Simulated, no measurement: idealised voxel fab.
The process module presented herein is designated voxel plated lines.
Square cells of 5 nm make up the cross-section cut, whose width is 295 nm.
Cross-section spec: square-cell grid; bands listed top down; each band is one or more rows. The entry gives the band's vertical extent as a top height and a bottom height in nm, then its horizontal make-up as materials from left to right, each with a width in nm. "air" stands for empty space; a single material marked "full width" fills the band edge to edge. Heights are reckoned from 0. Under this level, the received wafer is all of one material. The bottommost band is open-ended downward, for example "top 0, no bottom". Quick explanation for "30 to 40": the width changes in equal steps down the rows of cells, from the first number in the band's top row to the second number in its bottom row. When a step is marked "stayed the same", none of the cells in the cross-section changed during that step. Closed empty spaces (no open way to the top) of 8 cells or more are what "Enclosed void inventory" lists, each as width x height at distance from the left edge, nm for all three. Note: text after step settings on the step line = simulator remark on that step. Steps that use a mask can have "overlay nm" on their line. It says how far the mask sat to the right of where it was meant to be. Negative means to the left.

### Here's what the planned process steps look like
1) op RECEIVE | material Si
2) op CONFORMAL_DEP | material SiN | thk nm 5
3) op DIRECTIONAL_DEP | material TiN | thk nm 5
4) op PATTERN | tone open | mask id LINES | material resist | width nm 25 | pitch nm 40 | thk nm 40 | overlay nm 0
5) op EPI | material Ru | thk nm 10
6) op EPI | material Ru | thk nm 5
7) op EPI | material Ru | thk nm 5
8) op STRIP | etch materials resist
9) op DIRECTIONAL_ETCH | etch materials TiN | depth nm 5
10) op CONFORMAL_DEP | material SiN | thk nm 10

### Run as planned: first of two wafers

### This is the cross-section of the wafer as we received it, i.e. after step 1
* top 0, no bottom = Si full width
* Enclosed void inventory: none

### The wafer, seen in cross-section, after step 2
* top 5, bottom 0 = SiN full width
* below 0: unchanged

### The wafer, seen in cross-section, after step 3
* top 10, bottom 5 = TiN full width
* below 5: unchanged

### The wafer, seen in cross-section, after step 4
* top 50, bottom 10 = 95 resist; 25 air; 15 resist; 25 air; 15 resist; 25 air; 95 resist
* below 10: unchanged

### The wafer, seen in cross-section, after step 5
* top 50, bottom 20 = 95 resist; 25 air; 15 resist; 25 air; 15 resist; 25 air; 95 resist
* top 20, bottom 10 = 95 resist; 25 Ru; 15 resist; 25 Ru; 15 resist; 25 Ru; 95 resist
* below 10: unchanged

### The wafer, seen in cross-section, after step 6
* top 50, bottom 25 = 95 resist; 25 air; 15 resist; 25 air; 15 resist; 25 air; 95 resist
* top 25, bottom 10 = 95 resist; 25 Ru; 15 resist; 25 Ru; 15 resist; 25 Ru; 95 resist
* below 10: unchanged

### The wafer, seen in cross-section, after step 7
* top 50, bottom 30 = 95 resist; 25 air; 15 resist; 25 air; 15 resist; 25 air; 95 resist
* top 30, bottom 10 = 95 resist; 25 Ru; 15 resist; 25 Ru; 15 resist; 25 Ru; 95 resist
* below 10: unchanged

### The wafer, seen in cross-section, after step 8
* top 30, bottom 10 = 95 air; 25 Ru; 15 air; 25 Ru; 15 air; 25 Ru; 95 air
* below 10: unchanged

### The wafer, seen in cross-section, after step 9
* top 30, bottom 10 = 95 air; 25 Ru; 15 air; 25 Ru; 15 air; 25 Ru; 95 air
* top 10, bottom 5 = 95 air; 25 TiN; 15 air; 25 TiN; 15 air; 25 TiN; 95 air
* below 5: unchanged

### The wafer, seen in cross-section, after step 10
* top 40, bottom 30 = 85 air; 125 SiN; 85 air
* top 30, bottom 15 = 85 air; 10 SiN; 25 Ru; 15 SiN; 25 Ru; 15 SiN; 25 Ru; 10 SiN; 85 air
* top 15, bottom 10 = 95 SiN; 25 Ru; 15 SiN; 25 Ru; 15 SiN; 25 Ru; 95 SiN
* top 10, bottom 5 = 95 SiN; 25 TiN; 15 SiN; 25 TiN; 15 SiN; 25 TiN; 95 SiN
* below 5: unchanged

### Wafer two. Identical start, identical plan. One mistake in execution. Identical history through step 3

### Cross-section of the second wafer when, according to plan, step 4 should have finished
* top 50, bottom 10 = 95 air; 25 resist; 15 air; 25 resist; 15 air; 25 resist; 95 air
* below 10: unchanged

### Cross-section of the second wafer when, according to plan, step 5 should have finished
* top 50, bottom 20 = 95 air; 25 resist; 15 air; 25 resist; 15 air; 25 resist; 95 air
* top 20, bottom 10 = 95 Ru; 25 resist; 15 Ru; 25 resist; 15 Ru; 25 resist; 95 Ru
* below 10: unchanged

### Cross-section of the second wafer when, according to plan, step 6 should have finished
* top 50, bottom 25 = 95 air; 25 resist; 15 air; 25 resist; 15 air; 25 resist; 95 air
* top 25, bottom 10 = 95 Ru; 25 resist; 15 Ru; 25 resist; 15 Ru; 25 resist; 95 Ru
* below 10: unchanged

### Cross-section of the second wafer when, according to plan, step 7 should have finished
* top 50, bottom 30 = 95 air; 25 resist; 15 air; 25 resist; 15 air; 25 resist; 95 air
* top 30, bottom 10 = 95 Ru; 25 resist; 15 Ru; 25 resist; 15 Ru; 25 resist; 95 Ru
* below 10: unchanged

### Cross-section of the second wafer when, according to plan, step 8 should have finished
* top 30, bottom 10 = 95 Ru; 25 air; 15 Ru; 25 air; 15 Ru; 25 air; 95 Ru
* below 10: unchanged

### Cross-section of the second wafer when, according to plan, step 9 should have finished
* top 30, bottom 10 = 95 Ru; 25 air; 15 Ru; 25 air; 15 Ru; 25 air; 95 Ru
* top 10, bottom 5 = 95 TiN; 25 air; 15 TiN; 25 air; 15 TiN; 25 air; 95 TiN
* below 5: unchanged

### Cross-section of the second wafer when, according to plan, step 10 should have finished
* top 40, bottom 30 = 105 SiN; 5 air; 35 SiN; 5 air; 35 SiN; 5 air; 105 SiN
* top 30, bottom 15 = 95 Ru; 10 SiN; 5 air; 10 SiN; 15 Ru; 10 SiN; 5 air; 10 SiN; 15 Ru; 10 SiN; 5 air; 10 SiN; 95 Ru
* top 15, bottom 10 = 95 Ru; 25 SiN; 15 Ru; 25 SiN; 15 Ru; 25 SiN; 95 Ru
* top 10, bottom 5 = 95 TiN; 25 SiN; 15 TiN; 25 SiN; 15 TiN; 25 SiN; 95 TiN
* below 5: unchanged
What was done differently from what was planned? step 4 ran differently from the plan; actual operation with settings: op PATTERN | tone cover | mask id LINES | material resist | width nm 25 | pitch nm 40 | thk nm 40 | overlay nm 0
Looking at both finished wafers in cells, the second ends up ahead of or behind the first on some materials: Ru +116, SiN +10, TiN +29
